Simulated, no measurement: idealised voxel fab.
process module | voxel capacitor over wiring
cross-section cut | 280 nm wide | cells 5 nm
A cross-section is a grid of square cells, given in bands from the top down. A band is one or more rows of cells.
Each band's line starts with the height of the band's top and of its bottom, in nm. Then come its materials from left to right, each with its width in nm. One material with "throughout" fills the band from edge to edge. "air" is empty space.
Height 0 is the level under which the wafer as received is all one material. The lowest band goes on downwards, as in "0 down".
A width such as "30 to 40" changes by the same amount from each row of cells to the next, from the band's top row to its bottom row.
"no change" after a step means that no cell of the cross-section changed.
closed voids: empty space of 8 cells or more with no open way to the top, each as width x height at its distance from the left edge, in nm
after a step's settings: what the simulator itself notes on the step
overlay nm, on a step with a mask: how far to the right of its planned place the mask lay; to the left if negative
plan
1 op RECEIVE | material Si
2 op CONFORMAL_DEP | material SiO2 | thk nm 10
3 op CONFORMAL_DEP | material SiN | thk nm 5
4 op DIRECTIONAL_DEP | material lowk | thk nm 25
5 op PATTERN | tone open | mask id METAL_1 | material resist | width nm 30 | pitch nm 80 | thk nm 20 | overlay nm 0
6 op DIRECTIONAL_ETCH | etch materials lowk | depth nm 25
7 op DIRECTIONAL_ETCH | etch materials SiN | depth nm 5
8 op STRIP | etch materials resist
9 op CONFORMAL_DEP | material TiN | thk nm 5
10 op FILL_DEP | material Cu | thk nm 10
11 op CMP | height nm 40
12 op CONFORMAL_DEP | material SiCN | thk nm 5
13 op DIRECTIONAL_DEP | material lowk | thk nm 20
14 op DIRECTIONAL_DEP | material aC | thk nm 15
15 op PATTERN | tone open | mask id PLUG_1 | material resist | width nm 15 | thk nm 35 | overlay nm 0
16 op DIRECTIONAL_ETCH | etch materials aC | depth nm 15
17 op STRIP | etch materials resist
18 op DIRECTIONAL_ETCH | etch materials lowk | depth nm 20
19 op DIRECTIONAL_ETCH | etch materials SiCN | depth nm 5
20 op STRIP | etch materials aC
21 op CONFORMAL_DEP | material TiN | thk nm 5
22 op FILL_DEP | material Ru | thk nm 10
23 op CMP | height nm 65
24 op DIRECTIONAL_DEP | material TiN | thk nm 10
25 op DIRECTIONAL_DEP | material HfO2 | thk nm 5
26 op DIRECTIONAL_DEP | material TiN | thk nm 5
27 op PATTERN | tone cover | mask id UPPER_PLATE | material resist | width nm 55 | thk nm 15 | overlay nm 0
28 op DIRECTIONAL_ETCH | etch materials TiN | depth nm 5
29 op DIRECTIONAL_ETCH | etch materials HfO2 | depth nm 5
30 op STRIP | etch materials resist
31 op PATTERN | tone cover | mask id LOWER_PLATE | material resist | width nm 65 | thk nm 15 | overlay nm 0
32 op DIRECTIONAL_ETCH | etch materials TiN | depth nm 10
33 op STRIP | etch materials resist
34 op FILL_DEP | material SiO2 | thk nm 20
35 op CMP | height nm 100
36 op PATTERN | tone open | mask id PLUG_2 | material resist | width nm 15 | thk nm 20 | overlay nm 0
37 op DIRECTIONAL_ETCH | etch materials SiO2 | depth nm 15
38 op STRIP | etch materials resist
39 op CONFORMAL_DEP | material TiN | thk nm 5
40 op FILL_DEP | material Ru | thk nm 10
41 op CMP | height nm 100
42 op CONFORMAL_DEP | material SiN | thk nm 5
first wafer, as planned
as received, after step 1
  0 down: Si throughout
  closed voids: none
after step 2
  10 to 0: SiO2 throughout
  below 0: unchanged
after step 3
  15 to 10: SiN throughout
  below 10: unchanged
after step 4
  40 to 15: lowk throughout
  below 15: unchanged
after step 5
  60 to 40: resist 85 | air 30 | resist 50 | air 30 | resist 85
  below 40: unchanged
after step 6
  60 to 40: resist 85 | air 30 | resist 50 | air 30 | resist 85
  40 to 15: lowk 85 | air 30 | lowk 50 | air 30 | lowk 85
  below 15: unchanged
after step 7
  60 to 40: resist 85 | air 30 | resist 50 | air 30 | resist 85
  40 to 15: lowk 85 | air 30 | lowk 50 | air 30 | lowk 85
  15 to 10: SiN 85 | air 30 | SiN 50 | air 30 | SiN 85
  below 10: unchanged
after step 8
  40 to 15: lowk 85 | air 30 | lowk 50 | air 30 | lowk 85
  below 15: unchanged
after step 9
  45 to 40: TiN 90 | air 20 | TiN 60 | air 20 | TiN 90
  40 to 15: lowk 85 | TiN 5 | air 20 | TiN 5 | lowk 50 | TiN 5 | air 20 | TiN 5 | lowk 85
  15 to 10: SiN 85 | TiN 30 | SiN 50 | TiN 30 | SiN 85
  below 10: unchanged
after step 10
  55 to 45: Cu throughout
  45 to 40: TiN 90 | Cu 20 | TiN 60 | Cu 20 | TiN 90
  40 to 15: lowk 85 | TiN 5 | Cu 20 | TiN 5 | lowk 50 | TiN 5 | Cu 20 | TiN 5 | lowk 85
  below 15: unchanged
after step 11
  40 to 15: lowk 85 | TiN 5 | Cu 20 | TiN 5 | lowk 50 | TiN 5 | Cu 20 | TiN 5 | lowk 85
  below 15: unchanged
after step 12
  45 to 40: SiCN throughout
  below 40: unchanged
after step 13
  65 to 45: lowk throughout
  below 45: unchanged
after step 14
  80 to 65: aC throughout
  below 65: unchanged
after step 15
  115 to 80: resist 100 | air 15 | resist 165
  below 80: unchanged
after step 16
  100 to 80: resist 100 | air 15 | resist 165
  80 to 65: aC 100 | air 15 | aC 165
  below 65: unchanged
after step 17
  80 to 65: aC 100 | air 15 | aC 165
  below 65: unchanged
after step 18
  80 to 65: aC 100 | air 15 | aC 165
  65 to 45: lowk 100 | air 15 | lowk 165
  below 45: unchanged
after step 19
  80 to 65: aC 100 | air 15 | aC 165
  65 to 45: lowk 100 | air 15 | lowk 165
  45 to 40: SiCN 100 | air 15 | SiCN 165
  below 40: unchanged
after step 20
  65 to 45: lowk 100 | air 15 | lowk 165
  below 45: unchanged
after step 21
  70 to 65: TiN 105 | air 5 | TiN 170
  65 to 45: lowk 100 | TiN 5 | air 5 | TiN 5 | lowk 165
  45 to 40: SiCN 100 | TiN 15 | SiCN 165
  below 40: unchanged
after step 22
  80 to 70: Ru throughout
  70 to 65: TiN 105 | Ru 5 | TiN 170
  65 to 45: lowk 100 | TiN 5 | Ru 5 | TiN 5 | lowk 165
  below 45: unchanged
after step 23
  65 to 45: lowk 100 | TiN 5 | Ru 5 | TiN 5 | lowk 165
  below 45: unchanged
after step 24
  75 to 65: TiN throughout
  below 65: unchanged
after step 25
  80 to 75: HfO2 throughout
  below 75: unchanged
after step 26
  85 to 80: TiN throughout
  below 80: unchanged
after step 27
  100 to 85: air 100 | resist 55 | air 125
  below 85: unchanged
after step 28
  100 to 85: air 100 | resist 55 | air 125
  85 to 80: air 100 | TiN 55 | air 125
  below 80: unchanged
after step 29
  100 to 85: air 100 | resist 55 | air 125
  85 to 80: air 100 | TiN 55 | air 125
  80 to 75: air 100 | HfO2 55 | air 125
  below 75: unchanged
after step 30
  85 to 80: air 100 | TiN 55 | air 125
  below 80: unchanged
after step 31
  100 to 85: air 95 | resist 65 | air 120
  85 to 80: air 95 | resist 5 | TiN 55 | resist 5 | air 120
  80 to 75: air 95 | resist 5 | HfO2 55 | resist 5 | air 120
  below 75: unchanged
after step 32
  100 to 85: air 95 | resist 65 | air 120
  85 to 80: air 95 | resist 5 | TiN 55 | resist 5 | air 120
  80 to 75: air 95 | resist 5 | HfO2 55 | resist 5 | air 120
  75 to 65: air 95 | TiN 65 | air 120
  below 65: unchanged
after step 33
  85 to 80: air 100 | TiN 55 | air 125
  80 to 75: air 100 | HfO2 55 | air 125
  below 75: unchanged
after step 34
  105 to 85: SiO2 throughout
  85 to 80: SiO2 100 | TiN 55 | SiO2 125
  80 to 75: SiO2 100 | HfO2 55 | SiO2 125
  75 to 65: SiO2 95 | TiN 65 | SiO2 120
  below 65: unchanged
after step 35
  100 to 85: SiO2 throughout
  below 85: unchanged
after step 36
  120 to 100: resist 110 | air 15 | resist 155
  below 100: unchanged
after step 37
  120 to 100: resist 110 | air 15 | resist 155
  100 to 85: SiO2 110 | air 15 | SiO2 155
  below 85: unchanged
after step 38
  100 to 85: SiO2 110 | air 15 | SiO2 155
  below 85: unchanged
after step 39
  105 to 100: TiN 115 | air 5 | TiN 160
  100 to 90: SiO2 110 | TiN 5 | air 5 | TiN 5 | SiO2 155
  90 to 80: SiO2 110 to 100 | TiN 15 to 55 | SiO2 155 to 125
  below 80: unchanged
after step 40
  115 to 105: Ru throughout
  105 to 100: TiN 115 | Ru 5 | TiN 160
  100 to 90: SiO2 110 | TiN 5 | Ru 5 | TiN 5 | SiO2 155
  below 90: unchanged
after step 41
  100 to 90: SiO2 110 | TiN 5 | Ru 5 | TiN 5 | SiO2 155
  below 90: unchanged
after step 42
  105 to 100: SiN throughout
  below 100: unchanged
second wafer: like start, like plan, one mistake. Through step 10 it matches the first wafer
when step 11 should have ended: no change
when step 12 should have ended
  60 to 55: SiCN throughout
  below 55: unchanged
when step 13 should have ended
  80 to 60: lowk throughout
  below 60: unchanged
when step 14 should have ended
  95 to 80: aC throughout
  below 80: unchanged
when step 15 should have ended
  130 to 95: resist 100 | air 15 | resist 165
  below 95: unchanged
when step 16 should have ended
  115 to 95: resist 100 | air 15 | resist 165
  95 to 80: aC 100 | air 15 | aC 165
  below 80: unchanged
when step 17 should have ended
  95 to 80: aC 100 | air 15 | aC 165
  below 80: unchanged
when step 18 should have ended
  95 to 80: aC 100 | air 15 | aC 165
  80 to 60: lowk 100 | air 15 | lowk 165
  below 60: unchanged
when step 19 should have ended
  95 to 80: aC 100 | air 15 | aC 165
  80 to 60: lowk 100 | air 15 | lowk 165
  60 to 55: SiCN 100 | air 15 | SiCN 165
  below 55: unchanged
when step 20 should have ended
  80 to 60: lowk 100 | air 15 | lowk 165
  below 60: unchanged
when step 21 should have ended
  85 to 80: TiN 105 | air 5 | TiN 170
  80 to 60: lowk 100 | TiN 5 | air 5 | TiN 5 | lowk 165
  60 to 55: SiCN 100 | TiN 15 | SiCN 165
  below 55: unchanged
when step 22 should have ended
  95 to 85: Ru throughout
  85 to 80: TiN 105 | Ru 5 | TiN 170
  80 to 60: lowk 100 | TiN 5 | Ru 5 | TiN 5 | lowk 165
  below 60: unchanged
when step 23 should have ended
  65 to 60: lowk 100 | TiN 5 | Ru 5 | TiN 5 | lowk 165
  below 60: unchanged
when step 24 should have ended
  75 to 65: TiN throughout
  below 65: unchanged
when step 25 should have ended
  80 to 75: HfO2 throughout
  below 75: unchanged
when step 26 should have ended
  85 to 80: TiN throughout
  below 80: unchanged
when step 27 should have ended
  100 to 85: air 100 | resist 55 | air 125
  below 85: unchanged
when step 28 should have ended
  100 to 85: air 100 | resist 55 | air 125
  85 to 80: air 100 | TiN 55 | air 125
  below 80: unchanged
when step 29 should have ended
  100 to 85: air 100 | resist 55 | air 125
  85 to 80: air 100 | TiN 55 | air 125
  80 to 75: air 100 | HfO2 55 | air 125
  below 75: unchanged
when step 30 should have ended
  85 to 80: air 100 | TiN 55 | air 125
  below 80: unchanged
when step 31 should have ended
  100 to 85: air 95 | resist 65 | air 120
  85 to 80: air 95 | resist 5 | TiN 55 | resist 5 | air 120
  80 to 75: air 95 | resist 5 | HfO2 55 | resist 5 | air 120
  below 75: unchanged
when step 32 should have ended
  100 to 85: air 95 | resist 65 | air 120
  85 to 80: air 95 | resist 5 | TiN 55 | resist 5 | air 120
  80 to 75: air 95 | resist 5 | HfO2 55 | resist 5 | air 120
  75 to 65: air 95 | TiN 65 | air 120
  below 65: unchanged
when step 33 should have ended
  85 to 80: air 100 | TiN 55 | air 125
  80 to 75: air 100 | HfO2 55 | air 125
  below 75: unchanged
when step 34 should have ended
  105 to 85: SiO2 throughout
  85 to 80: SiO2 100 | TiN 55 | SiO2 125
  80 to 75: SiO2 100 | HfO2 55 | SiO2 125
  75 to 65: SiO2 95 | TiN 65 | SiO2 120
  below 65: unchanged
when step 35 should have ended
  100 to 85: SiO2 throughout
  below 85: unchanged
when step 36 should have ended
  120 to 100: resist 110 | air 15 | resist 155
  below 100: unchanged
when step 37 should have ended
  120 to 100: resist 110 | air 15 | resist 155
  100 to 85: SiO2 110 | air 15 | SiO2 155
  below 85: unchanged
when step 38 should have ended
  100 to 85: SiO2 110 | air 15 | SiO2 155
  below 85: unchanged
when step 39 should have ended
  105 to 100: TiN 115 | air 5 | TiN 160
  100 to 90: SiO2 110 | TiN 5 | air 5 | TiN 5 | SiO2 155
  90 to 80: SiO2 110 to 100 | TiN 15 to 55 | SiO2 155 to 125
  below 80: unchanged
when step 40 should have ended
  115 to 105: Ru throughout
  105 to 100: TiN 115 | Ru 5 | TiN 160
  100 to 90: SiO2 110 | TiN 5 | Ru 5 | TiN 5 | SiO2 155
  below 90: unchanged
when step 41 should have ended
  100 to 90: SiO2 110 | TiN 5 | Ru 5 | TiN 5 | SiO2 155
  below 90: unchanged
when step 42 should have ended
  105 to 100: SiN throughout
  below 100: unchanged
what went wrong: step 11 was left out
at the end the second wafer has, in cells: 120 more of Cu | 3 fewer of Ru | 42 more of TiN | 159 fewer of lowk
